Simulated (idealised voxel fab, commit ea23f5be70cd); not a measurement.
Name of the process module below: voxel transistor to metal
Square cells of 5 nm make up the cross-section cut, whose width is 190 nm.
A cross-section is a grid of square cells, given in bands from the top down. A band is one or more rows of cells. This entry defines a band. It first specifies the height of the band's top and the height of its bottom in nm, and then specifies the band's materials from left to right, stating each material with its width in nm. The word "everywhere" identifies a single material that fills the band from edge to edge, while the word "empty" identifies empty space. The level at which height equals 0 is the one under which the wafer, as it arrives, is entirely one material. No lower edge exists for the bottom band, which continues downward and is notated as in "0..down". Graded width ("30..40"): value in top row of band = first number; value in bottom row = second number; row-to-row change constant. "everything unchanged" (step): cross-section cells unchanged, all of them. "Sealed void listing" means: voids of 8 cells or more that are shut off from the top with no open way through. Written width x height at distance, distance from the left edge, in nm. It should be noted that, on the line of a given step, the content following the step's settings is a remark produced by the simulator itself with respect to that step. Steps that use a mask can have "overlay nm" on their line. It says how far the mask sat to the right of where it was meant to be. Negative means to the left. Each pair of cross-sections that follows straddles one process step: the one shows the state before the step, the other the state after it, down to the lowest band that changed and no further. The step in question, and its settings, are given under the pair. Note that a pair is not necessarily a continuation of the pair above it, since pairs can come from different runs of this module on the same starting wafer; it is a continuation only where its entry headed "Pre-process cross-section" says so.

-- Pre-process cross-section
* 55..40 | 45 SiO2, then 15 empty, then 65 SiO2, then 15 empty, then 50 SiO2
* 40..30 | W everywhere
* 30..25 | 55 W, then 30 TiN, then 15 W, then 30 TiN, then 60 W
* 25..20 | 60 TiN, then 20 HfO2, then 5 TiN, then 15 W, then 5 TiN, then 20 HfO2, then 65 TiN
* 20..15 | 65 HfO2, then 10 SiN, then 5 HfO2, then 5 TiN, then 15 W, then 5 TiN, then 5 HfO2, then 10 SiN, then 70 HfO2
* 15..0 | 65 SiO2, then 10 SiN, then 5 HfO2, then 5 TiN, then 15 W, then 5 TiN, then 5 HfO2, then 10 SiN, then 70 SiO2
* 0..-5 | 65 SiO2, then 10 SiN, then 5 HfO2, then 25 TiN, then 5 HfO2, then 10 SiN, then 70 SiO2
* -5..-10 | 30 SiO2, then 35 pSi, then 10 SiO2, then 35 HfO2, then 10 SiO2, then 35 pSi, then 35 SiO2
* -10..-35 | 35 SiO2, then 115 Si, then 40 SiO2
* -35..down | Si everywhere
* Sealed void listing: none

-- Post-Process Section
* 60..55 | 50 TiN, then 5 empty, then 75 TiN, then 5 empty, then 55 TiN
* 55..45 | 45 SiO2, then 5 TiN, then 5 empty, then 5 TiN, then 65 SiO2, then 5 TiN, then 5 empty, then 5 TiN, then 50 SiO2
* 45..40 | 45 SiO2, then 15 TiN, then 65 SiO2, then 15 TiN, then 50 SiO2
* Everything under 40 stays put, no change at all.
* Sealed void listing: none
The structure goes from the before cross-section above to the after cross-section through CONFORMAL_DEP, material TiN, thk nm 5

Pre-process cross-section: It is represented by the cross-section appearing after the step of the pair directly above.

-- Post-Process Section
* 70..60 | Ru everywhere
* 60..55 | 50 TiN, then 5 Ru, then 75 TiN, then 5 Ru, then 55 TiN
* 55..45 | 45 SiO2, then 5 TiN, then 5 Ru, then 5 TiN, then 65 SiO2, then 5 TiN, then 5 Ru, then 5 TiN, then 50 SiO2
* Everything under 45 stays put, no change at all.
* Sealed void listing: none
The structure goes from the before cross-section above to the after cross-section through FILL_DEP, material Ru, thk nm 10

Pre-process cross-section: It is represented by the cross-section appearing after the step of the pair directly above.

-- Post-Process Section
* 30..25 | 55 W, then 30 TiN, then 15 W, then 30 TiN, then 60 W
* Everything under 25 stays put, no change at all.
* Sealed void listing: none
The structure goes from the before cross-section above to the after cross-section through CMP, height nm 30

Pre-process cross-section: It is represented by the cross-section appearing after the step of the pair directly above.

-- Post-Process Section
* 35..30 | TiN everywhere
* Everything under 30 stays put, no change at all.
* Sealed void listing: none
The structure goes from the before cross-section above to the after cross-section through DIRECTIONAL_DEP, material TiN, thk nm 5

Pre-process cross-section: It is represented by the cross-section appearing after the step of the pair directly above.

-- Post-Process Section
* 50..35 | W everywhere
* Everything under 35 stays put, no change at all.
* Sealed void listing: none
The structure goes from the before cross-section above to the after cross-section through DIRECTIONAL_DEP, material W, thk nm 15

Pre-process cross-section: It is represented by the cross-section appearing after the step of the pair directly above.

-- Post-Process Section
* 50..35 | 45 empty, then 15 W, then 65 empty, then 15 W, then 50 empty
* Everything under 35 stays put, no change at all.
* Sealed void listing: none
The structure goes from the before cross-section above to the after cross-section through MASKED_ETCH, tone cover, mask id METAL_1, width nm 15, pitch nm 80, etch materials W, depth nm 15, overlay nm 0

Pre-process cross-section: It is represented by the cross-section appearing after the step of the pair directly above.

-- Post-Process Section
* 50..35 | 45 empty, then 15 W, then 65 empty, then 15 W, then 50 empty
* 35..30 | 45 empty, then 15 TiN, then 65 empty, then 15 TiN, then 50 empty
* Everything under 30 stays put, no change at all.
* Sealed void listing: none
The structure goes from the before cross-section above to the after cross-section through MASKED_ETCH, tone cover, mask id METAL_1, width nm 15, pitch nm 80, etch materials TiN, depth nm 5, overlay nm 0

Pre-process cross-section: It is represented by the cross-section appearing after the step of the pair directly above.

-- Post-Process Section
* 55..50 | 40 empty, then 25 SiCN, then 55 empty, then 25 SiCN, then 45 empty
* 50..35 | 40 empty, then 5 SiCN, then 15 W, then 5 SiCN, then 55 empty, then 5 SiCN, then 15 W, then 5 SiCN, then 45 empty
* 35..30 | 45 SiCN, then 15 TiN, then 65 SiCN, then 15 TiN, then 50 SiCN
* Everything under 30 stays put, no change at all.
* Sealed void listing: none
The structure goes from the before cross-section above to the after cross-section through CONFORMAL_DEP, material SiCN, thk nm 5

Pre-process cross-section: It is represented by the cross-section appearing after the step of the pair directly above.

-- Post-Process Section
* 60..55 | lowk everywhere
* 55..50 | 40 lowk, then 25 SiCN, then 55 lowk, then 25 SiCN, then 45 lowk
* 50..35 | 40 lowk, then 5 SiCN, then 15 W, then 5 SiCN, then 55 lowk, then 5 SiCN, then 15 W, then 5 SiCN, then 45 lowk
* Everything under 35 stays put, no change at all.
* Sealed void listing: none
The structure goes from the before cross-section above to the after cross-section through FILL_DEP, material lowk, thk nm 5

Pre-process cross-section: It is represented by the cross-section appearing after the step of the pair directly above.

-- Post-Process Section
* 50..35 | 40 lowk, then 5 SiCN, then 15 W, then 5 SiCN, then 55 lowk, then 5 SiCN, then 15 W, then 5 SiCN, then 45 lowk
* Everything under 35 stays put, no change at all.
* Sealed void listing: none
The structure goes from the before cross-section above to the after cross-section through CMP, height nm 50

Pre-process cross-section: It is represented by the cross-section appearing after the step of the pair directly above.

-- Post-Process Section
* 55..50 | SiCN everywhere
* Everything under 50 stays put, no change at all.
* Sealed void listing: none
The structure goes from the before cross-section above to the after cross-section through CONFORMAL_DEP, material SiCN, thk nm 5

Pre-process cross-section: It is represented by the cross-section appearing after the step of the pair directly above.

-- Post-Process Section
* 85..55 | SiO2 everywhere
* Everything under 55 stays put, no change at all.
* Sealed void listing: none
The structure goes from the before cross-section above to the after cross-section through DIRECTIONAL_DEP, material SiO2, thk nm 30

Pre-process cross-section: It is represented by the cross-section appearing after the step of the pair directly above.

-- Post-Process Section
* 100..85 | aC everywhere
* Everything under 85 stays put, no change at all.
* Sealed void listing: none
The structure goes from the before cross-section above to the after cross-section through DIRECTIONAL_DEP, material aC, thk nm 15

Pre-process cross-section: It is represented by the cross-section appearing after the step of the pair directly above.

-- Post-Process Section
* 130..100 | 45 resist, then 15 empty, then 65 resist, then 15 empty, then 50 resist
* Everything under 100 stays put, no change at all.
* Sealed void listing: none
The structure goes from the before cross-section above to the after cross-section through PATTERN, tone open, mask id METAL_2, material resist, width nm 15, pitch nm 80, thk nm 30, overlay nm 0

Pre-process cross-section: It is represented by the cross-section appearing after the step of the pair directly above.

-- Post-Process Section
* 115..100 | 45 resist, then 15 empty, then 65 resist, then 15 empty, then 50 resist
* 100..85 | 45 aC, then 15 empty, then 65 aC, then 15 empty, then 50 aC
* Everything under 85 stays put, no change at all.
* Sealed void listing: none
The structure goes from the before cross-section above to the after cross-section through DIRECTIONAL_ETCH, etch materials aC, depth nm 15

Pre-process cross-section: It is represented by the cross-section appearing after the step of the pair directly above.

-- Post-Process Section
* 100..85 | 45 aC, then 15 empty, then 65 aC, then 15 empty, then 50 aC
* Everything under 85 stays put, no change at all.
* Sealed void listing: none
The structure goes from the before cross-section above to the after cross-section through STRIP, etch materials resist

Pre-process cross-section: It is represented by the cross-section appearing after the step of the pair directly above.

-- Post-Process Section
* 100..85 | 45 aC, then 15 empty, then 65 aC, then 15 empty, then 50 aC
* 85..70 | 45 SiO2, then 15 empty, then 65 SiO2, then 15 empty, then 50 SiO2
* Everything under 70 stays put, no change at all.
* Sealed void listing: none
The structure goes from the before cross-section above to the after cross-section through DIRECTIONAL_ETCH, etch materials SiO2, depth nm 15

Pre-process cross-section: It is represented by the cross-section appearing after the step of the pair directly above.

-- Post-Process Section
* 85..70 | 45 SiO2, then 15 empty, then 65 SiO2, then 15 empty, then 50 SiO2
* Everything under 70 stays put, no change at all.
* Sealed void listing: none
The structure goes from the before cross-section above to the after cross-section through STRIP, etch materials aC

Pre-process cross-section: It is represented by the cross-section appearing after the step of the pair directly above.

-- Post-Process Section
* 100..85 | 45 resist, then 15 empty, then 65 resist, then 15 empty, then 50 resist
* Everything under 85 stays put, no change at all.
* Sealed void listing: none
The structure goes from the before cross-section above to the after cross-section through PATTERN, tone open, mask id METAL_2_HOLES, material resist, width nm 15, pitch nm 80, thk nm 15, overlay nm 0

Pre-process cross-section: It is represented by the cross-section appearing after the step of the pair directly above.

-- Post-Process Section
* 100..85 | 45 resist, then 15 empty, then 65 resist, then 15 empty, then 50 resist
* 85..55 | 45 SiO2, then 15 empty, then 65 SiO2, then 15 empty, then 50 SiO2
* Everything under 55 stays put, no change at all.
* Sealed void listing: none
The structure goes from the before cross-section above to the after cross-section through DIRECTIONAL_ETCH, etch materials SiO2, depth nm 15

Pre-process cross-section: It is represented by the cross-section appearing after the step of the pair directly above.

-- Post-Process Section
* 100..85 | 45 resist, then 15 empty, then 65 resist, then 15 empty, then 50 resist
* 85..55 | 45 SiO2, then 15 empty, then 65 SiO2, then 15 empty, then 50 SiO2
* 55..50 | 45 SiCN, then 15 empty, then 65 SiCN, then 15 empty, then 50 SiCN
* Everything under 50 stays put, no change at all.
* Sealed void listing: none
The structure goes from the before cross-section above to the after cross-section through DIRECTIONAL_ETCH, etch materials SiCN, depth nm 5

Pre-process cross-section: It is represented by the cross-section appearing after the step of the pair directly above.

-- Post-Process Section
* 85..55 | 45 SiO2, then 15 empty, then 65 SiO2, then 15 empty, then 50 SiO2
* Everything under 55 stays put, no change at all.
* Sealed void listing: none
The structure goes from the before cross-section above to the after cross-section through STRIP, etch materials resist

Pre-process cross-section: It is represented by the cross-section appearing after the step of the pair directly above.

-- Post-Process Section
* 90..85 | 50 TiN, then 5 empty, then 75 TiN, then 5 empty, then 55 TiN
* 85..55 | 45 SiO2, then 5 TiN, then 5 empty, then 5 TiN, then 65 SiO2, then 5 TiN, then 5 empty, then 5 TiN, then 50 SiO2
* 55..50 | 45 SiCN, then 15 TiN, then 65 SiCN, then 15 TiN, then 50 SiCN
* Everything under 50 stays put, no change at all.
* Sealed void listing: none
The structure goes from the before cross-section above to the after cross-section through CONFORMAL_DEP, material TiN, thk nm 5

Pre-process cross-section: It is represented by the cross-section appearing after the step of the pair directly above.

-- Post-Process Section
* 95..90 | Cu everywhere
* 90..85 | 50 TiN, then 5 Cu, then 75 TiN, then 5 Cu, then 55 TiN
* 85..55 | 45 SiO2, then 5 TiN, then 5 Cu, then 5 TiN, then 65 SiO2, then 5 TiN, then 5 Cu, then 5 TiN, then 50 SiO2
* Everything under 55 stays put, no change at all.
* Sealed void listing: none
The structure goes from the before cross-section above to the after cross-section through FILL_DEP, material Cu, thk nm 5

Pre-process cross-section: It is represented by the cross-section appearing after the step of the pair directly above.

-- Post-Process Section
* 85..55 | 45 SiO2, then 5 TiN, then 5 Cu, then 5 TiN, then 65 SiO2, then 5 TiN, then 5 Cu, then 5 TiN, then 50 SiO2
* Everything under 55 stays put, no change at all.
* Sealed void listing: none
The structure goes from the before cross-section above to the after cross-section through CMP, height nm 85

Pre-process cross-section: It is represented by the cross-section appearing after the step of the pair directly above.

-- Post-Process Section
* 90..85 | SiN everywhere
* Everything under 85 stays put, no change at all.
* Sealed void listing: none
The structure goes from the before cross-section above to the after cross-section through CONFORMAL_DEP, material SiN, thk nm 5

-- Pre-process cross-section
* 30..15 | SiO2 everywhere
* 15..0 | 65 SiO2, then 10 SiN, then 5 HfO2, then 5 TiN, then 15 W, then 5 TiN, then 5 HfO2, then 10 SiN, then 70 SiO2
* 0..-5 | 65 SiO2, then 10 SiN, then 5 HfO2, then 25 TiN, then 5 HfO2, then 10 SiN, then 70 SiO2
* -5..-10 | 30 SiO2, then 35 pSi, then 10 SiO2, then 35 HfO2, then 10 SiO2, then 35 pSi, then 35 SiO2
* -10..-35 | 35 SiO2, then 115 Si, then 40 SiO2
* -35..down | Si everywhere
* Sealed void listing: none

-- Post-Process Section
* 45..15 | SiO2 everywhere
* Everything under 15 stays put, no change at all.
* Sealed void listing: none
The structure goes from the before cross-section above to the after cross-section through DIRECTIONAL_DEP, material SiO2, thk nm 15

Pre-process cross-section: It is represented by the cross-section appearing after the step of the pair directly above.

-- Post-Process Section
* 60..45 | 45 resist, then 15 empty, then 65 resist, then 15 empty, then 50 resist
* Everything under 45 stays put, no change at all.
* Sealed void listing: none
The structure goes from the before cross-section above to the after cross-section through PATTERN, tone open, mask id CONTACT, material resist, width nm 15, pitch nm 80, thk nm 15, overlay nm 0

Pre-process cross-section: It is represented by the cross-section appearing after the step of the pair directly above.

-- Post-Process Section
* 60..45 | 45 resist, then 15 empty, then 65 resist, then 15 empty, then 50 resist
* 45..15 | 45 SiO2, then 15 empty, then 65 SiO2, then 15 empty, then 50 SiO2
* 15..10 | 45 SiO2, then 15 empty, then 5 SiO2, then 10 SiN, then 5 HfO2, then 5 TiN, then 15 W, then 5 TiN, then 5 HfO2, then 10 SiN, then 5 SiO2, then 15 empty, then 50 SiO2
* Everything under 10 stays put, no change at all.
* Sealed void listing: none
The structure goes from the before cross-section above to the after cross-section through DIRECTIONAL_ETCH, etch materials SiO2, depth nm 35

Pre-process cross-section: It is represented by the cross-section appearing after the step of the pair directly above.

-- Post-Process Section
* 45..15 | 45 SiO2, then 15 empty, then 65 SiO2, then 15 empty, then 50 SiO2
* Everything under 15 stays put, no change at all.
* Sealed void listing: none
The structure goes from the before cross-section above to the after cross-section through STRIP, etch materials resist

Pre-process cross-section: It is represented by the cross-section appearing after the step of the pair directly above.

-- Post-Process Section
* 50..45 | 50 TiN, then 5 empty, then 75 TiN, then 5 empty, then 55 TiN
* 45..15 | 45 SiO2, then 5 TiN, then 5 empty, then 5 TiN, then 65 SiO2, then 5 TiN, then 5 empty, then 5 TiN, then 50 SiO2
* 15..10 | 45 SiO2, then 15 TiN, then 5 SiO2, then 10 SiN, then 5 HfO2, then 5 TiN, then 15 W, then 5 TiN, then 5 HfO2, then 10 SiN, then 5 SiO2, then 15 TiN, then 50 SiO2
* Everything under 10 stays put, no change at all.
* Sealed void listing: none
The structure goes from the before cross-section above to the after cross-section through CONFORMAL_DEP, material TiN, thk nm 5

Pre-process cross-section: It is represented by the cross-section appearing after the step of the pair directly above.

-- Post-Process Section
* 60..50 | Ru everywhere
* 50..45 | 50 TiN, then 5 Ru, then 75 TiN, then 5 Ru, then 55 TiN
* 45..15 | 45 SiO2, then 5 TiN, then 5 Ru, then 5 TiN, then 65 SiO2, then 5 TiN, then 5 Ru, then 5 TiN, then 50 SiO2
* Everything under 15 stays put, no change at all.
* Sealed void listing: none
The structure goes from the before cross-section above to the after cross-section through FILL_DEP, material Ru, thk nm 10

Pre-process cross-section: It is represented by the cross-section appearing after the step of the pair directly above.

-- Post-Process Section
* 30..15 | 45 SiO2, then 5 TiN, then 5 Ru, then 5 TiN, then 65 SiO2, then 5 TiN, then 5 Ru, then 5 TiN, then 50 SiO2
* Everything under 15 stays put, no change at all.
* Sealed void listing: none
The structure goes from the before cross-section above to the after cross-section through CMP, height nm 30

Pre-process cross-section: It is represented by the cross-section appearing after the step of the pair directly above.

-- Post-Process Section
* 35..30 | TiN everywhere
* Everything under 30 stays put, no change at all.
* Sealed void listing: none
The structure goes from the before cross-section above to the after cross-section through DIRECTIONAL_DEP, material TiN, thk nm 5

Pre-process cross-section: It is represented by the cross-section appearing after the step of the pair directly above.

-- Post-Process Section
* 50..35 | W everywhere
* Everything under 35 stays put, no change at all.
* Sealed void listing: none
The structure goes from the before cross-section above to the after cross-section through DIRECTIONAL_DEP, material W, thk nm 15

Pre-process cross-section: It is represented by the cross-section appearing after the step of the pair directly above.

-- Post-Process Section
* 50..35 | 45 empty, then 15 W, then 65 empty, then 15 W, then 50 empty
* Everything under 35 stays put, no change at all.
* Sealed void listing: none
The structure goes from the before cross-section above to the after cross-section through MASKED_ETCH, tone cover, mask id METAL_1, width nm 15, pitch nm 80, etch materials W, depth nm 15, overlay nm 0

Pre-process cross-section: It is represented by the cross-section appearing after the step of the pair directly above.

-- Post-Process Section
* 50..35 | 45 empty, then 15 W, then 65 empty, then 15 W, then 50 empty
* 35..30 | 45 empty, then 15 TiN, then 65 empty, then 15 TiN, then 50 empty
* Everything under 30 stays put, no change at all.
* Sealed void listing: none
The structure goes from the before cross-section above to the after cross-section through MASKED_ETCH, tone cover, mask id METAL_1, width nm 15, pitch nm 80, etch materials TiN, depth nm 5, overlay nm 0

Pre-process cross-section: It is represented by the cross-section appearing after the step of the pair directly above.

-- Post-Process Section
* 55..50 | 40 empty, then 25 SiCN, then 55 empty, then 25 SiCN, then 45 empty
* 50..35 | 40 empty, then 5 SiCN, then 15 W, then 5 SiCN, then 55 empty, then 5 SiCN, then 15 W, then 5 SiCN, then 45 empty
* 35..30 | 45 SiCN, then 15 TiN, then 65 SiCN, then 15 TiN, then 50 SiCN
* Everything under 30 stays put, no change at all.
* Sealed void listing: none
The structure goes from the before cross-section above to the after cross-section through CONFORMAL_DEP, material SiCN, thk nm 5

Pre-process cross-section: It is represented by the cross-section appearing after the step of the pair directly above.

-- Post-Process Section
* 60..55 | lowk everywhere
* 55..50 | 40 lowk, then 25 SiCN, then 55 lowk, then 25 SiCN, then 45 lowk
* 50..35 | 40 lowk, then 5 SiCN, then 15 W, then 5 SiCN, then 55 lowk, then 5 SiCN, then 15 W, then 5 SiCN, then 45 lowk
* Everything under 35 stays put, no change at all.
* Sealed void listing: none
The structure goes from the before cross-section above to the after cross-section through FILL_DEP, material lowk, thk nm 5

Pre-process cross-section: It is represented by the cross-section appearing after the step of the pair directly above.

-- Post-Process Section
* 50..35 | 40 lowk, then 5 SiCN, then 15 W, then 5 SiCN, then 55 lowk, then 5 SiCN, then 15 W, then 5 SiCN, then 45 lowk
* Everything under 35 stays put, no change at all.
* Sealed void listing: none
The structure goes from the before cross-section above to the after cross-section through CMP, height nm 50

Pre-process cross-section: It is represented by the cross-section appearing after the step of the pair directly above.

-- Post-Process Section
* 55..50 | SiCN everywhere
* Everything under 50 stays put, no change at all.
* Sealed void listing: none
The structure goes from the before cross-section above to the after cross-section through CONFORMAL_DEP, material SiCN, thk nm 5

Pre-process cross-section: It is represented by the cross-section appearing after the step of the pair directly above.

-- Post-Process Section
* 85..55 | SiO2 everywhere
* Everything under 55 stays put, no change at all.
* Sealed void listing: none
The structure goes from the before cross-section above to the after cross-section through DIRECTIONAL_DEP, material SiO2, thk nm 30

Pre-process cross-section: It is represented by the cross-section appearing after the step of the pair directly above.

-- Post-Process Section
* 100..85 | aC everywhere
* Everything under 85 stays put, no change at all.
* Sealed void listing: none
The structure goes from the before cross-section above to the after cross-section through DIRECTIONAL_DEP, material aC, thk nm 15

Pre-process cross-section: It is represented by the cross-section appearing after the step of the pair directly above.

-- Post-Process Section
* 130..100 | 45 resist, then 15 empty, then 65 resist, then 15 empty, then 50 resist
* Everything under 100 stays put, no change at all.
* Sealed void listing: none
The structure goes from the before cross-section above to the after cross-section through PATTERN, tone open, mask id METAL_2, material resist, width nm 15, pitch nm 80, thk nm 30, overlay nm 0

Pre-process cross-section: It is represented by the cross-section appearing after the step of the pair directly above.

-- Post-Process Section
* 115..100 | 45 resist, then 15 empty, then 65 resist, then 15 empty, then 50 resist
* 100..85 | 45 aC, then 15 empty, then 65 aC, then 15 empty, then 50 aC
* Everything under 85 stays put, no change at all.
* Sealed void listing: none
The structure goes from the before cross-section above to the after cross-section through DIRECTIONAL_ETCH, etch materials aC, depth nm 15

Pre-process cross-section: It is represented by the cross-section appearing after the step of the pair directly above.

-- Post-Process Section
* 100..85 | 45 aC, then 15 empty, then 65 aC, then 15 empty, then 50 aC
* Everything under 85 stays put, no change at all.
* Sealed void listing: none
The structure goes from the before cross-section above to the after cross-section through STRIP, etch materials resist

Pre-process cross-section: It is represented by the cross-section appearing after the step of the pair directly above.

-- Post-Process Section
* 100..85 | 45 aC, then 15 empty, then 65 aC, then 15 empty, then 50 aC
* 85..70 | 45 SiO2, then 15 empty, then 65 SiO2, then 15 empty, then 50 SiO2
* Everything under 70 stays put, no change at all.
* Sealed void listing: none
The structure goes from the before cross-section above to the after cross-section through DIRECTIONAL_ETCH, etch materials SiO2, depth nm 15

Pre-process cross-section: It is represented by the cross-section appearing after the step of the pair directly above.

-- Post-Process Section
* 85..70 | 45 SiO2, then 15 empty, then 65 SiO2, then 15 empty, then 50 SiO2
* Everything under 70 stays put, no change at all.
* Sealed void listing: none
The structure goes from the before cross-section above to the after cross-section through STRIP, etch materials aC

Pre-process cross-section: It is represented by the cross-section appearing after the step of the pair directly above.

-- Post-Process Section
* 100..85 | 45 resist, then 15 empty, then 65 resist, then 15 empty, then 50 resist
* Everything under 85 stays put, no change at all.
* Sealed void listing: none
The structure goes from the before cross-section above to the after cross-section through PATTERN, tone open, mask id METAL_2_HOLES, material resist, width nm 15, pitch nm 80, thk nm 15, overlay nm 0

Pre-process cross-section: It is represented by the cross-section appearing after the step of the pair directly above.

-- Post-Process Section
* 100..85 | 45 resist, then 15 empty, then 65 resist, then 15 empty, then 50 resist
* 85..55 | 45 SiO2, then 15 empty, then 65 SiO2, then 15 empty, then 50 SiO2
* Everything under 55 stays put, no change at all.
* Sealed void listing: none
The structure goes from the before cross-section above to the after cross-section through DIRECTIONAL_ETCH, etch materials SiO2, depth nm 15

Pre-process cross-section: It is represented by the cross-section appearing after the step of the pair directly above.

-- Post-Process Section
* 100..85 | 45 resist, then 15 empty, then 65 resist, then 15 empty, then 50 resist
* 85..55 | 45 SiO2, then 15 empty, then 65 SiO2, then 15 empty, then 50 SiO2
* 55..50 | 45 SiCN, then 15 empty, then 65 SiCN, then 15 empty, then 50 SiCN
* Everything under 50 stays put, no change at all.
* Sealed void listing: none
The structure goes from the before cross-section above to the after cross-section through DIRECTIONAL_ETCH, etch materials SiCN, depth nm 5

Pre-process cross-section: It is represented by the cross-section appearing after the step of the pair directly above.

-- Post-Process Section
* 85..55 | 45 SiO2, then 15 empty, then 65 SiO2, then 15 empty, then 50 SiO2
* Everything under 55 stays put, no change at all.
* Sealed void listing: none
The structure goes from the before cross-section above to the after cross-section through STRIP, etch materials resist

Pre-process cross-section: It is represented by the cross-section appearing after the step of the pair directly above.

-- Post-Process Section
* 90..85 | 50 TiN, then 5 empty, then 75 TiN, then 5 empty, then 55 TiN
* 85..55 | 45 SiO2, then 5 TiN, then 5 empty, then 5 TiN, then 65 SiO2, then 5 TiN, then 5 empty, then 5 TiN, then 50 SiO2
* 55..50 | 45 SiCN, then 15 TiN, then 65 SiCN, then 15 TiN, then 50 SiCN
* Everything under 50 stays put, no change at all.
* Sealed void listing: none
The structure goes from the before cross-section above to the after cross-section through CONFORMAL_DEP, material TiN, thk nm 5

Pre-process cross-section: It is represented by the cross-section appearing after the step of the pair directly above.

-- Post-Process Section
* 95..90 | Cu everywhere
* 90..85 | 50 TiN, then 5 Cu, then 75 TiN, then 5 Cu, then 55 TiN
* 85..55 | 45 SiO2, then 5 TiN, then 5 Cu, then 5 TiN, then 65 SiO2, then 5 TiN, then 5 Cu, then 5 TiN, then 50 SiO2
* Everything under 55 stays put, no change at all.
* Sealed void listing: none
The structure goes from the before cross-section above to the after cross-section through FILL_DEP, material Cu, thk nm 5

Pre-process cross-section: It is represented by the cross-section appearing after the step of the pair directly above.

-- Post-Process Section
* 85..55 | 45 SiO2, then 5 TiN, then 5 Cu, then 5 TiN, then 65 SiO2, then 5 TiN, then 5 Cu, then 5 TiN, then 50 SiO2
* Everything under 55 stays put, no change at all.
* Sealed void listing: none
The structure goes from the before cross-section above to the after cross-section through CMP, height nm 85

Pre-process cross-section: It is represented by the cross-section appearing after the step of the pair directly above.

-- Post-Process Section
* 90..85 | SiN everywhere
* Everything under 85 stays put, no change at all.
* Sealed void listing: none
The structure goes from the before cross-section above to the after cross-section through CONFORMAL_DEP, material SiN, thk nm 5

-- Pre-process cross-section
* 50..35 | 40 lowk, then 5 SiCN, then 15 W, then 5 SiCN, then 55 lowk, then 5 SiCN, then 15 W, then 5 SiCN, then 45 lowk
* 35..30 | 45 SiCN, then 15 TiN, then 65 SiCN, then 15 TiN, then 50 SiCN
* 30..15 | 45 SiO2, then 5 TiN, then 5 Ru, then 5 TiN, then 65 SiO2, then 5 TiN, then 5 Ru, then 5 TiN, then 50 SiO2
* 15..0 | 45 SiO2, then 5 TiN, then 5 Ru, then 5 TiN, then 5 SiO2, then 10 SiN, then 5 HfO2, then 5 TiN, then 15 W, then 5 TiN, then 5 HfO2, then 10 SiN, then 5 SiO2, then 5 TiN, then 5 Ru, then 5 TiN, then 50 SiO2
* 0..-5 | 45 SiO2, then 15 TiN, then 5 SiO2, then 10 SiN, then 5 HfO2, then 25 TiN, then 5 HfO2, then 10 SiN, then 5 SiO2, then 15 TiN, then 50 SiO2
* -5..-10 | 30 SiO2, then 35 pSi, then 10 SiO2, then 35 HfO2, then 10 SiO2, then 35 pSi, then 35 SiO2
* -10..-35 | 35 SiO2, then 115 Si, then 40 SiO2
* -35..down | Si everywhere
* Sealed void listing: none

-- Post-Process Section
* 80..50 | SiO2 everywhere
* Everything under 50 stays put, no change at all.
* Sealed void listing: none
The structure goes from the before cross-section above to the after cross-section through DIRECTIONAL_DEP, material SiO2, thk nm 30

Pre-process cross-section: It is represented by the cross-section appearing after the step of the pair directly above.

-- Post-Process Section
* 85..80 | SiCN everywhere
* Everything under 80 stays put, no change at all.
* Sealed void listing: none
The structure goes from the before cross-section above to the after cross-section through CONFORMAL_DEP, material SiCN, thk nm 5

Pre-process cross-section: It is represented by the cross-section appearing after the step of the pair directly above.

-- Post-Process Section
* 100..85 | aC everywhere
* Everything under 85 stays put, no change at all.
* Sealed void listing: none
The structure goes from the before cross-section above to the after cross-section through DIRECTIONAL_DEP, material aC, thk nm 15

Pre-process cross-section: It is represented by the cross-section appearing after the step of the pair directly above.

-- Post-Process Section
* 130..100 | 45 resist, then 15 empty, then 65 resist, then 15 empty, then 50 resist
* Everything under 100 stays put, no change at all.
* Sealed void listing: none
The structure goes from the before cross-section above to the after cross-section through PATTERN, tone open, mask id METAL_2, material resist, width nm 15, pitch nm 80, thk nm 30, overlay nm 0

Pre-process cross-section: It is represented by the cross-section appearing after the step of the pair directly above.

-- Post-Process Section
* 115..100 | 45 resist, then 15 empty, then 65 resist, then 15 empty, then 50 resist
* 100..85 | 45 aC, then 15 empty, then 65 aC, then 15 empty, then 50 aC
* Everything under 85 stays put, no change at all.
* Sealed void listing: none
The structure goes from the before cross-section above to the after cross-section through DIRECTIONAL_ETCH, etch materials aC, depth nm 15

Pre-process cross-section: It is represented by the cross-section appearing after the step of the pair directly above.

-- Post-Process Section
* 100..85 | 45 aC, then 15 empty, then 65 aC, then 15 empty, then 50 aC
* Everything under 85 stays put, no change at all.
* Sealed void listing: none
The structure goes from the before cross-section above to the after cross-section through STRIP, etch materials resist

Pre-process cross-section: It is represented by the cross-section appearing after the step of the pair directly above.

-- Post-Process Section
* 85..80 | SiCN everywhere
* Everything under 80 stays put, no change at all.
* Sealed void listing: none
The structure goes from the before cross-section above to the after cross-section through STRIP, etch materials aC

Pre-process cross-section: It is represented by the cross-section appearing after the step of the pair directly above.

-- Post-Process Section
* 100..85 | 45 resist, then 15 empty, then 65 resist, then 15 empty, then 50 resist
* Everything under 85 stays put, no change at all.
* Sealed void listing: none
The structure goes from the before cross-section above to the after cross-section through PATTERN, tone open, mask id METAL_2_HOLES, material resist, width nm 15, pitch nm 80, thk nm 15, overlay nm 0

Pre-process cross-section: It is represented by the cross-section appearing after the step of the pair directly above.

-- Post-Process Section
* 100..85 | 45 resist, then 15 empty, then 65 resist, then 15 empty, then 50 resist
* 85..80 | 45 SiCN, then 15 empty, then 65 SiCN, then 15 empty, then 50 SiCN
* Everything under 80 stays put, no change at all.
* Sealed void listing: none
The structure goes from the before cross-section above to the after cross-section through DIRECTIONAL_ETCH, etch materials SiCN, depth nm 5

Pre-process cross-section: It is represented by the cross-section appearing after the step of the pair directly above.

-- Post-Process Section
* 85..80 | 45 SiCN, then 15 empty, then 65 SiCN, then 15 empty, then 50 SiCN
* Everything under 80 stays put, no change at all.
* Sealed void listing: none
The structure goes from the before cross-section above to the after cross-section through STRIP, etch materials resist

Pre-process cross-section: It is represented by the cross-section appearing after the step of the pair directly above.

-- Post-Process Section
* 90..85 | 50 TiN, then 5 empty, then 75 TiN, then 5 empty, then 55 TiN
* 85..80 | 45 SiCN, then 15 TiN, then 65 SiCN, then 15 TiN, then 50 SiCN
* Everything under 80 stays put, no change at all.
* Sealed void listing: none
The structure goes from the before cross-section above to the after cross-section through CONFORMAL_DEP, material TiN, thk nm 5

Pre-process cross-section: It is represented by the cross-section appearing after the step of the pair directly above.

-- Post-Process Section
* 95..90 | Cu everywhere
* 90..85 | 50 TiN, then 5 Cu, then 75 TiN, then 5 Cu, then 55 TiN
* Everything under 85 stays put, no change at all.
* Sealed void listing: none
The structure goes from the before cross-section above to the after cross-section through FILL_DEP, material Cu, thk nm 5
